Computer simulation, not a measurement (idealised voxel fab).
Process module name: voxel trench capacitor
Section shown: cut. Width: 245 nm. Cell size: 5 nm, square.
Cross-section = grid of square cells, listed top down in bands; band = one or more rows.
First you get the band's top height and its bottom height, in nm, and then the materials it's made of, left to right, with each width in nm. If you see a single material with "all across", that one covers the band edge to edge. "blank" is empty space.
Height is counted from the level 0, under which the received wafer is composed throughout of one material. The lowest of the bands is not closed at the bottom but continues downward, in the notation "0 and below".
A two-number width, for instance "30 to 40", indicates that the width is equal to the first number in the top row of the band and to the second number in the bottom row, and that it changes by a constant amount per row of cells.
"nothing changed", as given for a step, is the statement that not any cell of the cross-section underwent a change during that step.
The list in "Fully enclosed voids" covers empty spaces of 8 cells or more that cannot reach the top through any open way, and it gives each as width x height at distance; the distance is from the left edge, and width, height and distance are in nm.
The remark found on a step's line after its settings is issued by the simulator itself and pertains to that step.
"overlay nm" answers the question of how far to the right of plan the mask lay on a step that has a mask, and when it is negative the answer is to the left.

Below is the list of planned process steps:
- 1: RECEIVE: material Si
- 2: CONFORMAL_DEP: material SiN, thk nm 10
- 3: DIRECTIONAL_DEP: material aC, thk nm 10
- 4: PATTERN: tone open, mask id TRENCH, material resist, width nm 25, pitch nm 45, thk nm 25, overlay nm 0
- 5: DIRECTIONAL_ETCH: etch materials aC, depth nm 10
- 6: STRIP: etch materials resist
- 7: DIRECTIONAL_ETCH: etch materials SiN, depth nm 10
- 8: DIRECTIONAL_ETCH: etch materials Si, depth nm 35
- 9: STRIP: etch materials aC
- 10: CONFORMAL_DEP: material Al2O3, thk nm 5
- 11: CONFORMAL_DEP: material TiN, thk nm 5
- 12: FILL_DEP: material W, thk nm 10
- 13: CMP: height nm 10

As-received state of the wafer in cross-section, equivalent to post-step 1:
* 0 and below | Si all across
* Fully enclosed voids: none

Wafer cross-section at end of module: start and plan as shown above, one execution error:
* 10 down to 0 | SiN (95); Al2O3 (5); TiN (5); W (5); TiN (5); Al2O3 (5); SiN (20); Al2O3 (5); TiN (5); W (5); TiN (5); Al2O3 (5); SiN (80)
* 0 down to -25 | Si (95); Al2O3 (5); TiN (5); W (5); TiN (5); Al2O3 (5); Si (20); Al2O3 (5); TiN (5); W (5); TiN (5); Al2O3 (5); Si (80)
* -25 down to -30 | Si (95); Al2O3 (5); TiN (15); Al2O3 (5); Si (20); Al2O3 (5); TiN (15); Al2O3 (5); Si (80)
* -30 down to -35 | Si (95); Al2O3 (25); Si (20); Al2O3 (25); Si (80)
* -35 and below | Si all across
* Fully enclosed voids: none
What went wrong in running the wafer? step 4 deviated from plan and actually ran as PATTERN: tone open, mask id TRENCH, material resist, width nm 25, pitch nm 45, thk nm 25, overlay nm 10
